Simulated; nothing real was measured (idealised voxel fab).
The following is a process module called voxel self aligned contacts.
Displayed cross-section: cut, width of 205 nm, square cells sized 5 nm.
A cross-section is written here as square cells arranged in a grid, and it is given in bands from the top down, each band taking up one or more rows of cells. Per band: top height and bottom height in nm, followed by the left-to-right materials and their widths in nm; "throughout" marks a single material spanning edge to edge, "blank" marks empty space. Below 0: as-received wafer, all one material; heights counted from there. Lowest band: no bottom, goes on down, written "top 0, no bottom". The notation "30 to 40" denotes a width that varies across the rows of cells in the band, beginning at the first number in the top row, finishing at the second number in the bottom row, and changing by an identical amount from each row to the next. "stayed the same" -> step changed no cross-section cell. Any empty space of 8 cells or more lacking an open way to the top shows up in "Trapped void list" as width x height at distance, distance from the left edge, in nm. It should be noted that, on the line of a given step, the content following the step's settings is a remark produced by the simulator itself with respect to that step. Regarding "overlay nm": on a step with a mask, it is the distance the mask lay to the right of its planned place; a negative value places it to the left.

## plan
1,RECEIVE [material Si]
2,OXIDIZE [depth nm 5]
3,DIRECTIONAL_DEP [material polySi] [thk nm 30]
4,DIRECTIONAL_DEP [material SiN] [thk nm 20]
5,MASKED_ETCH [tone cover] [mask id GATE] [width nm 25] [pitch nm 60] [etch materials SiN] [depth nm 20] [overlay nm 0]
6,MASKED_ETCH [tone cover] [mask id GATE] [width nm 25] [pitch nm 60] [etch materials polySi] [depth nm 30] [overlay nm 0]
7,CONFORMAL_DEP [material SiN] [thk nm 5]
8,DIRECTIONAL_ETCH [etch materials SiN] [depth nm 5]
9,FILL_DEP [material SiO2] [thk nm 20]
10,CMP [height nm 60]
11,PATTERN [tone open] [mask id CONTACT] [material resist] [width nm 45] [thk nm 20] [overlay nm 0]
12,DIRECTIONAL_ETCH [etch materials SiO2] [depth nm 65]
13,STRIP [etch materials resist]
14,CONFORMAL_DEP [material TiN] [thk nm 5]
15,FILL_DEP [material W] [thk nm 5]
16,CMP [height nm 60]
17,CONFORMAL_DEP [material SiN] [thk nm 5]

## Cross-section of the incoming wafer, state after step 1
    top 0, no bottom  Si throughout
    Trapped void list: none

## The first of the two wafers as seen in cross-section once the module was finished; processing followed the plan
    top 65, bottom 60  SiN throughout
    top 60, bottom 50  SiO2 80 | TiN 5 to 15 | W 35 to 15 | TiN 5 to 15 | SiO2 80
    top 50, bottom 30  SiO2 55 | SiN 35 | TiN 5 | W 15 | TiN 5 | SiN 35 | SiO2 55
    top 30, bottom 0  SiO2 55 | SiN 5 | polySi 25 | SiN 5 | TiN 5 | W 15 | TiN 5 | SiN 5 | polySi 25 | SiN 5 | SiO2 55
    top 0, bottom -5  SiO2 90 | TiN 25 | SiO2 90
    top -5, no bottom  Si throughout
    Trapped void list: none

## Cross-section at end of module for the second wafer of two, which matched the first in starting point and plan and differed by one mistake in its processing
    top 65, bottom 60  SiN throughout
    top 60, bottom 50  SiO2 80 | TiN 5 to 20 | W 35 to 5 | TiN 5 to 20 | SiO2 80
    top 50, bottom 30  SiO2 50 | SiN 45 | TiN 5 | W 5 | TiN 5 | SiN 45 | SiO2 50
    top 30, bottom 0  SiO2 50 | SiN 5 | polySi 35 | SiN 5 | TiN 5 | W 5 | TiN 5 | SiN 5 | polySi 35 | SiN 5 | SiO2 50
    top 0, bottom -5  SiO2 95 | TiN 15 | SiO2 95
    top -5, no bottom  Si throughout
    Trapped void list: none
Run error: step 5 deviated from plan and actually ran as MASKED_ETCH [tone cover] [mask id GATE] [width nm 35] [pitch nm 60] [etch materials SiN] [depth nm 20] [overlay nm 0]
Cell-count delta at end, second wafer over first, by material: +16 SiN | -18 SiO2 | -22 W | +24 polySi
